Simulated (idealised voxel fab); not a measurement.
process module | voxel capacitor over wiring
cross-section cut | 220 nm wide | cells 5 nm
A cross-section is a grid of square cells, given in bands from the top down. A band is one or more rows of cells.
Each band's line starts with the height of the band's top and of its bottom, in nm. Then come its materials from left to right, each with its width in nm. One material with "throughout" fills the band from edge to edge. "air" is empty space.
Height 0 is the level under which the wafer as received is all one material. The lowest band goes on downwards, as in "0 down".
A width such as "30 to 40" changes by the same amount from each row of cells to the next, from the band's top row to its bottom row.
"no change" after a step means that no cell of the cross-section changed.
closed voids: empty space of 8 cells or more with no open way to the top, each as width x height at its distance from the left edge, in nm
after a step's settings: what the simulator itself notes on the step
overlay nm, on a step with a mask: how far to the right of its planned place the mask lay; to the left if negative
plan
1 op RECEIVE | material Si
2 op CONFORMAL_DEP | material SiO2 | thk nm 15
3 op CONFORMAL_DEP | material SiN | thk nm 5
4 op DIRECTIONAL_DEP | material SiO2 | thk nm 25
5 op MASKED_ETCH | tone open | mask id METAL_1 | width nm 20 | pitch nm 80 | etch materials SiO2 | depth nm 25 | overlay nm 0
6 op MASKED_ETCH | tone open | mask id METAL_1 | width nm 20 | pitch nm 80 | etch materials SiN | depth nm 5 | overlay nm 0
7 op CONFORMAL_DEP | material TiN | thk nm 5
8 op FILL_DEP | material Ru | thk nm 10
9 op CMP | height nm 45
10 op EPI | material Ru | thk nm 5
11 op FILL_DEP | material SiCN | thk nm 5
12 op DIRECTIONAL_DEP | material lowk | thk nm 10
13 op MASKED_ETCH | tone open | mask id PLUG_1 | width nm 15 | etch materials lowk | depth nm 10 | overlay nm 0
14 op MASKED_ETCH | tone open | mask id PLUG_1 | width nm 15 | etch materials SiCN | depth nm 5 | overlay nm 0
15 op EPI | material Ru | thk nm 10
16 op EPI | material Ru | thk nm 5
17 op DIRECTIONAL_DEP | material TiN | thk nm 10
18 op DIRECTIONAL_DEP | material Al2O3 | thk nm 5
19 op DIRECTIONAL_DEP | material TiN | thk nm 10
20 op PATTERN | tone cover | mask id UPPER_PLATE | material resist | width nm 65 | thk nm 20 | overlay nm 0
21 op DIRECTIONAL_ETCH | etch materials TiN | depth nm 10
22 op DIRECTIONAL_ETCH | etch materials Al2O3 | depth nm 5
23 op STRIP | etch materials resist
24 op DIRECTIONAL_DEP | material aC | thk nm 15
25 op PATTERN | tone cover | mask id LOWER_PLATE | material resist | width nm 75 | thk nm 30 | overlay nm 0
26 op DIRECTIONAL_ETCH | etch materials aC | depth nm 15
27 op STRIP | etch materials resist
28 op DIRECTIONAL_ETCH | etch materials TiN | depth nm 10
29 op STRIP | etch materials aC
30 op FILL_DEP | material SiO2 | thk nm 15
31 op CMP | height nm 100
32 op DIRECTIONAL_DEP | material aC | thk nm 15
33 op PATTERN | tone open | mask id PLUG_2 | material resist | width nm 15 | thk nm 35 | overlay nm 0
34 op DIRECTIONAL_ETCH | etch materials aC | depth nm 15
35 op STRIP | etch materials resist
36 op DIRECTIONAL_ETCH | etch materials SiO2 | depth nm 10
37 op STRIP | etch materials aC
38 op CONFORMAL_DEP | material TiN | thk nm 5
39 op FILL_DEP | material Ru | thk nm 5
40 op CMP | height nm 100
41 op CONFORMAL_DEP | material SiN | thk nm 5
as received, after step 1
  0 down: Si throughout
  closed voids: none
first wafer at the end, as planned
  105 to 100: SiN throughout
  100 to 95: SiO2 75 | TiN 5 | Ru 5 | TiN 5 | SiO2 130
  95 to 90: SiO2 75 | TiN 15 | SiO2 130
  90 to 80: SiO2 65 | TiN 65 | SiO2 90
  80 to 75: SiO2 65 | Al2O3 65 | SiO2 90
  75 to 65: SiO2 60 | TiN 75 | SiO2 85
  65 to 55: lowk 65 | Ru 15 | lowk 140
  55 to 50: SiCN 65 | Ru 15 | SiCN 140
  50 to 45: SiCN 55 | Ru 30 | SiCN 50 | Ru 30 | SiCN 55
  45 to 20: SiO2 60 | TiN 5 | Ru 10 | TiN 5 | SiO2 60 | TiN 5 | Ru 10 | TiN 5 | SiO2 60
  20 to 15: SiN 60 | TiN 20 | SiN 60 | TiN 20 | SiN 60
  15 to 0: SiO2 throughout
  0 down: Si throughout
  closed voids: none
second wafer at the end: like start, like plan, one mistake
  105 to 100: SiN throughout
  100 to 95: Ru 70 | TiN 5 | SiO2 15 | TiN 5 | Ru 125
  95 to 90: TiN 75 | SiO2 15 | TiN 130
  90 to 80: SiO2 65 | TiN 65 | SiO2 90
  80 to 75: SiO2 65 | Al2O3 65 | SiO2 90
  75 to 65: SiO2 60 | TiN 75 | SiO2 85
  65 to 55: lowk 65 | Ru 15 | lowk 140
  55 to 50: SiCN 65 | Ru 15 | SiCN 140
  50 to 45: SiCN 55 | Ru 30 | SiCN 50 | Ru 30 | SiCN 55
  45 to 20: SiO2 60 | TiN 5 | Ru 10 | TiN 5 | SiO2 60 | TiN 5 | Ru 10 | TiN 5 | SiO2 60
  20 to 15: SiN 60 | TiN 20 | SiN 60 | TiN 20 | SiN 60
  15 to 0: SiO2 throughout
  0 down: Si throughout
  closed voids: none
what went wrong: step 33 ran as: op PATTERN | tone cover | mask id PLUG_2 | material resist | width nm 15 | thk nm 35 | overlay nm 0
at the end the second wafer has, in cells: 38 more of Ru | 76 fewer of SiO2 | 38 more of TiN
